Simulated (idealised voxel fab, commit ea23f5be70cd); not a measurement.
Presented below is a process module, voxel air gaps.
Xsec cut, 220 nm wide, square cell size 5 nm.
Cross-section layout: square cells on a grid; listed as bands, top to bottom; a band spans one or more cell rows.
Heights first: top, then bottom, in nm. Then materials, left to right, each with a width in nm. "full width" on a single material: fills the band edge to edge. "blank": empty space.
Basically, 0 is our baseline, since under it the wafer straight out of the box is all one material. The bottom band has no lower end and keeps on going down, so it looks like "z 0 and below".
Per-row width for "30..40": begins at first number (top row of band), ends at second number (bottom row), increment between rows held constant.
A step reported as "no modification" is a step in which no cell of the cross-section changed.
"Enclosed void catalog": empty spaces of 8 cells or more with no open way to the top, each given as width x height at distance, distance from the left edge, all in nm.
Heads up: the bit after the settings on a step's line is the simulator's remark on that step.
"overlay nm" on a masked step: distance the mask lay right of its planned place, negative for left.
[Set out below are the planned steps of the process]
step 1: RECEIVE with material Si
step 2: CONFORMAL_DEP with material SiO2, thk nm 15
step 3: CONFORMAL_DEP with material SiN, thk nm 5
step 4: DIRECTIONAL_DEP with material SiO2, thk nm 35
step 5: DIRECTIONAL_DEP with material aC, thk nm 15
step 6: PATTERN with tone open, mask id LINES, material resist, width nm 20, pitch nm 50, thk nm 30, overlay nm 0
step 7: DIRECTIONAL_ETCH with etch materials aC, depth nm 15
step 8: STRIP with etch materials resist
step 9: DIRECTIONAL_ETCH with etch materials SiO2, depth nm 35
step 10: STRIP with etch materials aC
step 11: CONFORMAL_DEP with material TiN, thk nm 5
step 12: FILL_DEP with material W, thk nm 10
step 13: CMP with height nm 55
step 14: EPI with material Ru, thk nm 10
step 15: SELECTIVE_ETCH with etch materials SiO2, depth nm 45
step 16: CONFORMAL_DEP with material SiCN, thk nm 5
[first wafer, as planned]
[Cross-section: wafer on arrival = after step 1]
	z 0 and below | Si full width
	Enclosed void catalog: none
[State of the wafer after step 2, shown in cross-section]
	z 15 to 0 | SiO2 full width
	Below 0 it's all the same as before, nothing changed down there.
[State of the wafer after step 3, shown in cross-section]
	z 20 to 15 | SiN full width
	Below 15 it's all the same as before, nothing changed down there.
[State of the wafer after step 4, shown in cross-section]
	z 55 to 20 | SiO2 full width
	Below 20 it's all the same as before, nothing changed down there.
[State of the wafer after step 5, shown in cross-section]
	z 70 to 55 | aC full width
	Below 55 it's all the same as before, nothing changed down there.
[State of the wafer after step 6, shown in cross-section]
	z 100 to 70 | resist: 25 | blank: 20 | resist: 30 | blank: 20 | resist: 30 | blank: 20 | resist: 30 | blank: 20 | resist: 25
	Below 70 it's all the same as before, nothing changed down there.
[State of the wafer after step 7, shown in cross-section]
	z 85 to 70 | resist: 25 | blank: 20 | resist: 30 | blank: 20 | resist: 30 | blank: 20 | resist: 30 | blank: 20 | resist: 25
	z 70 to 55 | aC: 25 | blank: 20 | aC: 30 | blank: 20 | aC: 30 | blank: 20 | aC: 30 | blank: 20 | aC: 25
	Below 55 it's all the same as before, nothing changed down there.
[State of the wafer after step 8, shown in cross-section]
	z 70 to 55 | aC: 25 | blank: 20 | aC: 30 | blank: 20 | aC: 30 | blank: 20 | aC: 30 | blank: 20 | aC: 25
	Below 55 it's all the same as before, nothing changed down there.
[State of the wafer after step 9, shown in cross-section]
	z 70 to 55 | aC: 25 | blank: 20 | aC: 30 | blank: 20 | aC: 30 | blank: 20 | aC: 30 | blank: 20 | aC: 25
	z 55 to 20 | SiO2: 25 | blank: 20 | SiO2: 30 | blank: 20 | SiO2: 30 | blank: 20 | SiO2: 30 | blank: 20 | SiO2: 25
	Below 20 it's all the same as before, nothing changed down there.
[State of the wafer after step 10, shown in cross-section]
	z 55 to 20 | SiO2: 25 | blank: 20 | SiO2: 30 | blank: 20 | SiO2: 30 | blank: 20 | SiO2: 30 | blank: 20 | SiO2: 25
	Below 20 it's all the same as before, nothing changed down there.
[State of the wafer after step 11, shown in cross-section]
	z 60 to 55 | TiN: 30 | blank: 10 | TiN: 40 | blank: 10 | TiN: 40 | blank: 10 | TiN: 40 | blank: 10 | TiN: 30
	z 55 to 25 | SiO2: 25 | TiN: 5 | blank: 10 | TiN: 5 | SiO2: 30 | TiN: 5 | blank: 10 | TiN: 5 | SiO2: 30 | TiN: 5 | blank: 10 | TiN: 5 | SiO2: 30 | TiN: 5 | blank: 10 | TiN: 5 | SiO2: 25
	z 25 to 20 | SiO2: 25 | TiN: 20 | SiO2: 30 | TiN: 20 | SiO2: 30 | TiN: 20 | SiO2: 30 | TiN: 20 | SiO2: 25
	Below 20 it's all the same as before, nothing changed down there.
[State of the wafer after step 12, shown in cross-section]
	z 70 to 60 | W full width
	z 60 to 55 | TiN: 30 | W: 10 | TiN: 40 | W: 10 | TiN: 40 | W: 10 | TiN: 40 | W: 10 | TiN: 30
	z 55 to 25 | SiO2: 25 | TiN: 5 | W: 10 | TiN: 5 | SiO2: 30 | TiN: 5 | W: 10 | TiN: 5 | SiO2: 30 | TiN: 5 | W: 10 | TiN: 5 | SiO2: 30 | TiN: 5 | W: 10 | TiN: 5 | SiO2: 25
	Below 25 it's all the same as before, nothing changed down there.
[State of the wafer after step 13, shown in cross-section]
	z 55 to 25 | SiO2: 25 | TiN: 5 | W: 10 | TiN: 5 | SiO2: 30 | TiN: 5 | W: 10 | TiN: 5 | SiO2: 30 | TiN: 5 | W: 10 | TiN: 5 | SiO2: 30 | TiN: 5 | W: 10 | TiN: 5 | SiO2: 25
	Below 25 it's all the same as before, nothing changed down there.
[State of the wafer after step 14, shown in cross-section]
	z 65 to 55 | blank: 15 | Ru: 40 | blank: 10 | Ru: 40 | blank: 10 | Ru: 40 | blank: 10 | Ru: 40 | blank: 15
	Below 55 it's all the same as before, nothing changed down there.
[State of the wafer after step 15, shown in cross-section]
	z 65 to 55 | blank: 15 | Ru: 40 | blank: 10 | Ru: 40 | blank: 10 | Ru: 40 | blank: 10 | Ru: 40 | blank: 15
	z 55 to 25 | blank: 25 | TiN: 5 | W: 10 | TiN: 5 | blank: 30 | TiN: 5 | W: 10 | TiN: 5 | blank: 30 | TiN: 5 | W: 10 | TiN: 5 | blank: 30 | TiN: 5 | W: 10 | TiN: 5 | blank: 25
	z 25 to 20 | blank: 25 | TiN: 20 | blank: 30 | TiN: 20 | blank: 30 | TiN: 20 | blank: 30 | TiN: 20 | blank: 25
	Below 20 it's all the same as before, nothing changed down there.
[State of the wafer after step 16, shown in cross-section]
	z 70 to 65 | blank: 10 | SiCN: 200 | blank: 10
	z 65 to 55 | blank: 10 | SiCN: 5 | Ru: 40 | SiCN: 10 | Ru: 40 | SiCN: 10 | Ru: 40 | SiCN: 10 | Ru: 40 | SiCN: 5 | blank: 10
	z 55 to 50 | blank: 10 | SiCN: 15 | TiN: 5 | W: 10 | TiN: 5 | SiCN: 30 | TiN: 5 | W: 10 | TiN: 5 | SiCN: 30 | TiN: 5 | W: 10 | TiN: 5 | SiCN: 30 | TiN: 5 | W: 10 | TiN: 5 | SiCN: 15 | blank: 10
	z 50 to 25 | blank: 20 | SiCN: 5 | TiN: 5 | W: 10 | TiN: 5 | SiCN: 5 | blank: 20 | SiCN: 5 | TiN: 5 | W: 10 | TiN: 5 | SiCN: 5 | blank: 20 | SiCN: 5 | TiN: 5 | W: 10 | TiN: 5 | SiCN: 5 | blank: 20 | SiCN: 5 | TiN: 5 | W: 10 | TiN: 5 | SiCN: 5 | blank: 20
	z 25 to 20 | SiCN: 25 | TiN: 20 | SiCN: 30 | TiN: 20 | SiCN: 30 | TiN: 20 | SiCN: 30 | TiN: 20 | SiCN: 25
	Below 20 it's all the same as before, nothing changed down there.
	Enclosed void catalog: 20 x 25 at 50; 20 x 25 at 100; 20 x 25 at 150
[Regarding the second of the two wafers: it shared the first wafer's starting condition and process plan, yet one error occurred during its execution. Its history coincides with that of the first wafer up to and including step 5]
[X-section, second wafer, when step 6 was due to finish]
	z 100 to 70 | resist: 35 | blank: 20 | resist: 30 | blank: 20 | resist: 30 | blank: 20 | resist: 30 | blank: 20 | resist: 15
	Below 70 it's all the same as before, nothing changed down there.
[X-section, second wafer, when step 7 was due to finish]
	z 85 to 70 | resist: 35 | blank: 20 | resist: 30 | blank: 20 | resist: 30 | blank: 20 | resist: 30 | blank: 20 | resist: 15
	z 70 to 55 | aC: 35 | blank: 20 | aC: 30 | blank: 20 | aC: 30 | blank: 20 | aC: 30 | blank: 20 | aC: 15
	Below 55 it's all the same as before, nothing changed down there.
[X-section, second wafer, when step 8 was due to finish]
	z 70 to 55 | aC: 35 | blank: 20 | aC: 30 | blank: 20 | aC: 30 | blank: 20 | aC: 30 | blank: 20 | aC: 15
	Below 55 it's all the same as before, nothing changed down there.
[X-section, second wafer, when step 9 was due to finish]
	z 70 to 55 | aC: 35 | blank: 20 | aC: 30 | blank: 20 | aC: 30 | blank: 20 | aC: 30 | blank: 20 | aC: 15
	z 55 to 20 | SiO2: 35 | blank: 20 | SiO2: 30 | blank: 20 | SiO2: 30 | blank: 20 | SiO2: 30 | blank: 20 | SiO2: 15
	Below 20 it's all the same as before, nothing changed down there.
[X-section, second wafer, when step 10 was due to finish]
	z 55 to 20 | SiO2: 35 | blank: 20 | SiO2: 30 | blank: 20 | SiO2: 30 | blank: 20 | SiO2: 30 | blank: 20 | SiO2: 15
	Below 20 it's all the same as before, nothing changed down there.
[X-section, second wafer, when step 11 was due to finish]
	z 60 to 55 | TiN: 40 | blank: 10 | TiN: 40 | blank: 10 | TiN: 40 | blank: 10 | TiN: 40 | blank: 10 | TiN: 20
	z 55 to 25 | SiO2: 35 | TiN: 5 | blank: 10 | TiN: 5 | SiO2: 30 | TiN: 5 | blank: 10 | TiN: 5 | SiO2: 30 | TiN: 5 | blank: 10 | TiN: 5 | SiO2: 30 | TiN: 5 | blank: 10 | TiN: 5 | SiO2: 15
	z 25 to 20 | SiO2: 35 | TiN: 20 | SiO2: 30 | TiN: 20 | SiO2: 30 | TiN: 20 | SiO2: 30 | TiN: 20 | SiO2: 15
	Below 20 it's all the same as before, nothing changed down there.
[X-section, second wafer, when step 12 was due to finish]
	z 70 to 60 | W full width
	z 60 to 55 | TiN: 40 | W: 10 | TiN: 40 | W: 10 | TiN: 40 | W: 10 | TiN: 40 | W: 10 | TiN: 20
	z 55 to 25 | SiO2: 35 | TiN: 5 | W: 10 | TiN: 5 | SiO2: 30 | TiN: 5 | W: 10 | TiN: 5 | SiO2: 30 | TiN: 5 | W: 10 | TiN: 5 | SiO2: 30 | TiN: 5 | W: 10 | TiN: 5 | SiO2: 15
	Below 25 it's all the same as before, nothing changed down there.
[X-section, second wafer, when step 13 was due to finish]
	z 55 to 25 | SiO2: 35 | TiN: 5 | W: 10 | TiN: 5 | SiO2: 30 | TiN: 5 | W: 10 | TiN: 5 | SiO2: 30 | TiN: 5 | W: 10 | TiN: 5 | SiO2: 30 | TiN: 5 | W: 10 | TiN: 5 | SiO2: 15
	Below 25 it's all the same as before, nothing changed down there.
[X-section, second wafer, when step 14 was due to finish]
	z 65 to 55 | blank: 25 | Ru: 40 | blank: 10 | Ru: 40 | blank: 10 | Ru: 40 | blank: 10 | Ru: 40 | blank: 5
	Below 55 it's all the same as before, nothing changed down there.
[X-section, second wafer, when step 15 was due to finish]
	z 65 to 55 | blank: 25 | Ru: 40 | blank: 10 | Ru: 40 | blank: 10 | Ru: 40 | blank: 10 | Ru: 40 | blank: 5
	z 55 to 25 | blank: 35 | TiN: 5 | W: 10 | TiN: 5 | blank: 30 | TiN: 5 | W: 10 | TiN: 5 | blank: 30 | TiN: 5 | W: 10 | TiN: 5 | blank: 30 | TiN: 5 | W: 10 | TiN: 5 | blank: 15
	z 25 to 20 | blank: 35 | TiN: 20 | blank: 30 | TiN: 20 | blank: 30 | TiN: 20 | blank: 30 | TiN: 20 | blank: 15
	Below 20 it's all the same as before, nothing changed down there.
[X-section, second wafer, when step 16 was due to finish]
	z 70 to 65 | blank: 20 | SiCN: 200
	z 65 to 55 | blank: 20 | SiCN: 5 | Ru: 40 | SiCN: 10 | Ru: 40 | SiCN: 10 | Ru: 40 | SiCN: 10 | Ru: 40 | SiCN: 5
	z 55 to 50 | blank: 20 | SiCN: 15 | TiN: 5 | W: 10 | TiN: 5 | SiCN: 30 | TiN: 5 | W: 10 | TiN: 5 | SiCN: 30 | TiN: 5 | W: 10 | TiN: 5 | SiCN: 30 | TiN: 5 | W: 10 | TiN: 5 | SiCN: 15
	z 50 to 25 | blank: 30 | SiCN: 5 | TiN: 5 | W: 10 | TiN: 5 | SiCN: 5 | blank: 20 | SiCN: 5 | TiN: 5 | W: 10 | TiN: 5 | SiCN: 5 | blank: 20 | SiCN: 5 | TiN: 5 | W: 10 | TiN: 5 | SiCN: 5 | blank: 20 | SiCN: 5 | TiN: 5 | W: 10 | TiN: 5 | SiCN: 5 | blank: 10
	z 25 to 20 | SiCN: 35 | TiN: 20 | SiCN: 30 | TiN: 20 | SiCN: 30 | TiN: 20 | SiCN: 30 | TiN: 20 | SiCN: 15
	Below 20 it's all the same as before, nothing changed down there.
	Enclosed void catalog: 20 x 25 at 60; 20 x 25 at 110; 20 x 25 at 160; 10 x 25 at 210
Error vs. plan: planned and actual differ for step 6; actual: PATTERN with tone open, mask id LINES, material resist, width nm 20, pitch nm 50, thk nm 30, overlay nm 10
Final state: per-material cell counts identical on both wafers; locations differ.
The second wafer ends with 4 closed voids, and the first wafer ends with 3.
